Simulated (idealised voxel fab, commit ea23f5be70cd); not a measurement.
process module | voxel wiring stack
cross-section cut | 255 nm wide | cells 5 nm
A cross-section is a grid of square cells, given in bands from the top down. A band is one or more rows of cells.
Each band's line starts with the height of the band's top and of its bottom, in nm. Then come its materials from left to right, each with its width in nm. One material with "throughout" fills the band from edge to edge. "air" is empty space.
Height 0 is the level under which the wafer as received is all one material. The lowest band goes on downwards, as in "0 down".
A width such as "30 to 40" changes by the same amount from each row of cells to the next, from the band's top row to its bottom row.
"no change" after a step means that no cell of the cross-section changed.
closed voids: empty space of 8 cells or more with no open way to the top, each as width x height at its distance from the left edge, in nm
after a step's settings: what the simulator itself notes on the step
overlay nm, on a step with a mask: how far to the right of its planned place the mask lay; to the left if negative
plan
1 op RECEIVE | material Si
2 op CONFORMAL_DEP | material SiO2 | thk nm 10
3 op CONFORMAL_DEP | material SiCN | thk nm 5
4 op DIRECTIONAL_DEP | material SiO2 | thk nm 20
5 op DIRECTIONAL_DEP | material aC | thk nm 10
6 op PATTERN | tone open | mask id METAL_1 | material resist | width nm 30 | pitch nm 55 | thk nm 30 | overlay nm 0
7 op DIRECTIONAL_ETCH | etch materials aC | depth nm 10
8 op STRIP | etch materials resist
9 op DIRECTIONAL_ETCH | etch materials SiO2 | depth nm 20
10 op DIRECTIONAL_ETCH | etch materials SiCN | depth nm 5
11 op STRIP | etch materials aC
12 op CONFORMAL_DEP | material TiN | thk nm 5
13 op FILL_DEP | material Ru | thk nm 10
14 op CMP | height nm 35
15 op CONFORMAL_DEP | material SiCN | thk nm 5
16 op DIRECTIONAL_DEP | material lowk | thk nm 20
17 op DIRECTIONAL_DEP | material aC | thk nm 15
18 op PATTERN | tone open | mask id PLUG_1 | material resist | width nm 15 | thk nm 35 | overlay nm 0
19 op DIRECTIONAL_ETCH | etch materials aC | depth nm 15
20 op STRIP | etch materials resist
21 op DIRECTIONAL_ETCH | etch materials lowk | depth nm 20
22 op DIRECTIONAL_ETCH | etch materials SiCN | depth nm 5
23 op STRIP | etch materials aC
24 op CONFORMAL_DEP | material TiN | thk nm 5
25 op FILL_DEP | material Cu | thk nm 10
26 op CMP | height nm 60
27 op CONFORMAL_DEP | material SiN | thk nm 5
28 op DIRECTIONAL_DEP | material SiO2 | thk nm 25
29 op MASKED_ETCH | tone open | mask id METAL_2 | width nm 30 | pitch nm 55 | etch materials SiO2 | depth nm 25 | overlay nm 0
30 op MASKED_ETCH | tone open | mask id METAL_2 | width nm 30 | pitch nm 55 | etch materials SiN | depth nm 5 | overlay nm 0
31 op CONFORMAL_DEP | material TiN | thk nm 5
32 op FILL_DEP | material Ru | thk nm 5
33 op CMP | height nm 90
34 op CONFORMAL_DEP | material SiN | thk nm 5
as received, after step 1
  0 down: Si throughout
  closed voids: none
a wafer at the end: this start, this plan, one mistake
  95 to 90: SiN throughout
  90 to 65: SiO2 85 | TiN 5 | Ru 20 | TiN 5 | SiO2 25 | TiN 5 | Ru 20 | TiN 5 | SiO2 85
  65 to 60: SiN 85 | TiN 30 | SiN 25 | TiN 30 | SiN 85
  60 to 40: lowk 90 | TiN 5 | Cu 5 | TiN 5 | lowk 150
  40 to 35: SiCN 90 | TiN 15 | SiCN 150
  35 to 15: SiO2 85 | TiN 5 | Ru 20 | TiN 5 | SiO2 25 | TiN 5 | Ru 20 | TiN 5 | SiO2 85
  15 to 10: SiCN 85 | TiN 30 | SiCN 25 | TiN 30 | SiCN 85
  10 to 0: SiO2 throughout
  0 down: Si throughout
  closed voids: none
what went wrong: step 18 ran as: op PATTERN | tone open | mask id PLUG_1 | material resist | width nm 15 | thk nm 35 | overlay nm 5
